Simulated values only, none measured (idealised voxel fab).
You're looking at the process module voxel transistor to metal.
cross-section cut | 300 nm wide | cells 5 nm
Reading order for cross-sections: top band down to bottom band. Underlying form: a grid of square cells. Band size: one or more rows of cells.
The entry gives the band's vertical extent as a top height and a bottom height in nm, then its horizontal make-up as materials from left to right, each with a width in nm. "empty" stands for empty space; a single material marked "full width" fills the band edge to edge.
It should be noted that heights are counted from 0, beneath which the wafer as supplied is of one material throughout, and that the lowest band possesses no lower boundary but continues downward, as written in "0 nm and below".
Quick explanation for "30->40": the width changes in equal steps down the rows of cells, from the first number in the band's top row to the second number in its bottom row.
Any step labelled "stayed the same" changed none of the cells in the cross-section.
If an empty space has no open way to the top and is at least 8 cells in size, "Closed void inventory" lists it, written width x height at distance, where distance is measured from the left edge and every value is in nm.
Whatever follows a step's settings on its line is a remark the simulator itself makes about that step.
A step's line can hold "overlay nm"; with a mask on that step, the setting says how far right of the planned place the mask lay, while a negative setting says it lay to the left.

Planned step list for the process:
step 1: RECEIVE, material Si
step 2: CONFORMAL_DEP, material SiO2, thk nm 5
step 3: CONFORMAL_DEP, material SiN, thk nm 10
step 4: DIRECTIONAL_DEP, material aC, thk nm 15
step 5: PATTERN, tone cover, mask id ACTIVE, material resist, width nm 95, pitch nm 125, thk nm 30, overlay nm 0
step 6: DIRECTIONAL_ETCH, etch materials aC, depth nm 15
step 7: STRIP, etch materials resist
step 8: DIRECTIONAL_ETCH, etch materials SiN, depth nm 10
step 9: DIRECTIONAL_ETCH, etch materials SiO2, depth nm 5
step 10: DIRECTIONAL_ETCH, etch materials Si, depth nm 20
step 11: STRIP, etch materials aC
step 12: FILL_DEP, material SiO2, thk nm 10
step 13: CMP, height nm 15
step 14: SELECTIVE_ETCH, etch materials SiO2, depth nm 5
step 15: STRIP, etch materials SiN
step 16: SELECTIVE_ETCH, etch materials SiO2, depth nm 5
step 17: OXIDIZE, depth nm 5
step 18: DIRECTIONAL_DEP, material polySi, thk nm 25
step 19: DIRECTIONAL_DEP, material SiCN, thk nm 15
step 20: DIRECTIONAL_DEP, material aC, thk nm 10
step 21: PATTERN, tone cover, mask id GATE, material resist, width nm 15, pitch nm 125, thk nm 25, overlay nm 0
step 22: DIRECTIONAL_ETCH, etch materials aC, depth nm 10
step 23: STRIP, etch materials resist
step 24: DIRECTIONAL_ETCH, etch materials SiCN, depth nm 25
step 25: DIRECTIONAL_ETCH, etch materials polySi, depth nm 35
step 26: STRIP, etch materials aC
step 27: CONFORMAL_DEP, material SiN, thk nm 5
step 28: DIRECTIONAL_ETCH, etch materials SiN, depth nm 5
step 29: DIRECTIONAL_ETCH, etch materials SiO2, depth nm 5
step 30: EPI, material nSi, thk nm 5
step 31: FILL_DEP, material SiO2, thk nm 10
step 32: CMP, height nm 40
step 33: DIRECTIONAL_DEP, material SiO2, thk nm 15
step 34: DIRECTIONAL_DEP, material aC, thk nm 15
step 35: PATTERN, tone open, mask id CONTACT, material resist, width nm 15, thk nm 35, overlay nm 0
step 36: DIRECTIONAL_ETCH, etch materials aC, depth nm 15
step 37: STRIP, etch materials resist
step 38: DIRECTIONAL_ETCH, etch materials SiO2, depth nm 55
step 39: STRIP, etch materials aC
step 40: CONFORMAL_DEP, material TiN, thk nm 5
step 41: FILL_DEP, material W, thk nm 5
step 42: CMP, height nm 55
step 43: DIRECTIONAL_DEP, material TiN, thk nm 5
step 44: DIRECTIONAL_DEP, material W, thk nm 15
step 45: DIRECTIONAL_DEP, material aC, thk nm 15
step 46: PATTERN, tone cover, mask id METAL_1, material resist, width nm 15, thk nm 30, overlay nm 0
step 47: DIRECTIONAL_ETCH, etch materials aC, depth nm 15
step 48: STRIP, etch materials resist
step 49: DIRECTIONAL_ETCH, etch materials W, depth nm 15
step 50: DIRECTIONAL_ETCH, etch materials TiN, depth nm 5
step 51: STRIP, etch materials aC
step 52: CONFORMAL_DEP, material SiN, thk nm 5
step 53: FILL_DEP, material lowk, thk nm 5
step 54: CMP, height nm 75
step 55: CONFORMAL_DEP, material SiN, thk nm 5

This is the cross-section of the wafer as we received it, i.e. after step 1:
* 0 nm and below  Si full width
* Closed void inventory: none

Final wafer profile in cross-section after the module, from the same start and plan as above, with one mistake made during processing:
* 80 nm to 75 nm  SiN full width
* 75 nm to 60 nm  45 lowk / 5 SiN / 15 W / 5 SiN / 35 lowk / 5 SiN / 15 W / 5 SiN / 40 lowk / 5 SiN / 15 W / 5 SiN / 35 lowk / 5 SiN / 15 W / 5 SiN / 45 lowk
* 60 nm to 55 nm  50 SiN / 15 TiN / 45 SiN / 15 TiN / 50 SiN / 15 TiN / 45 SiN / 15 TiN / 50 SiN
* 55 nm to 40 nm  50 SiO2 / 5 SiCN / 5 W / 5 SiCN / 45 SiO2 / 5 SiCN / 5 W / 5 SiCN / 50 SiO2 / 5 SiCN / 5 W / 5 SiCN / 45 SiO2 / 5 SiCN / 5 W / 5 SiCN / 50 SiO2
* 40 nm to 25 nm  50 SiO2 / 5 SiCN / 5 W / 5 SiCN / 10 SiO2 / 5 SiN / 15 SiCN / 5 SiN / 10 SiO2 / 5 SiCN / 5 W / 5 SiCN / 50 SiO2 / 5 SiCN / 5 W / 5 SiCN / 10 SiO2 / 5 SiN / 15 SiCN / 5 SiN / 10 SiO2 / 5 SiCN / 5 W / 5 SiCN / 50 SiO2
* 25 nm to 5 nm  50 SiO2 / 5 SiCN / 5 W / 5 SiCN / 10 SiO2 / 5 SiN / 15 polySi / 5 SiN / 10 SiO2 / 5 SiCN / 5 W / 5 SiCN / 50 SiO2 / 5 SiCN / 5 W / 5 SiCN / 10 SiO2 / 5 SiN / 15 polySi / 5 SiN / 10 SiO2 / 5 SiCN / 5 W / 5 SiCN / 50 SiO2
* 5 nm to 0 nm  35 SiO2 / 5 SiN / 10 SiO2 / 15 SiCN / 10 SiO2 / 5 SiN / 15 polySi / 5 SiN / 10 SiO2 / 15 SiCN / 10 SiO2 / 5 SiN / 20 SiO2 / 5 SiN / 10 SiO2 / 15 SiCN / 10 SiO2 / 5 SiN / 15 polySi / 5 SiN / 10 SiO2 / 15 SiCN / 10 SiO2 / 5 SiN / 35 SiO2
* 0 nm to -5 nm  40 SiO2 / 35 nSi / 25 SiO2 / 35 nSi / 30 SiO2 / 35 nSi / 25 SiO2 / 35 nSi / 40 SiO2
* -5 nm to -20 nm  40 SiO2 / 95 Si / 30 SiO2 / 95 Si / 40 SiO2
* -20 nm and below  Si full width
* Closed void inventory: none
Against the plan, the run slipped here: step 40: run off-plan, actual operation and settings CONFORMAL_DEP, material SiCN, thk nm 5
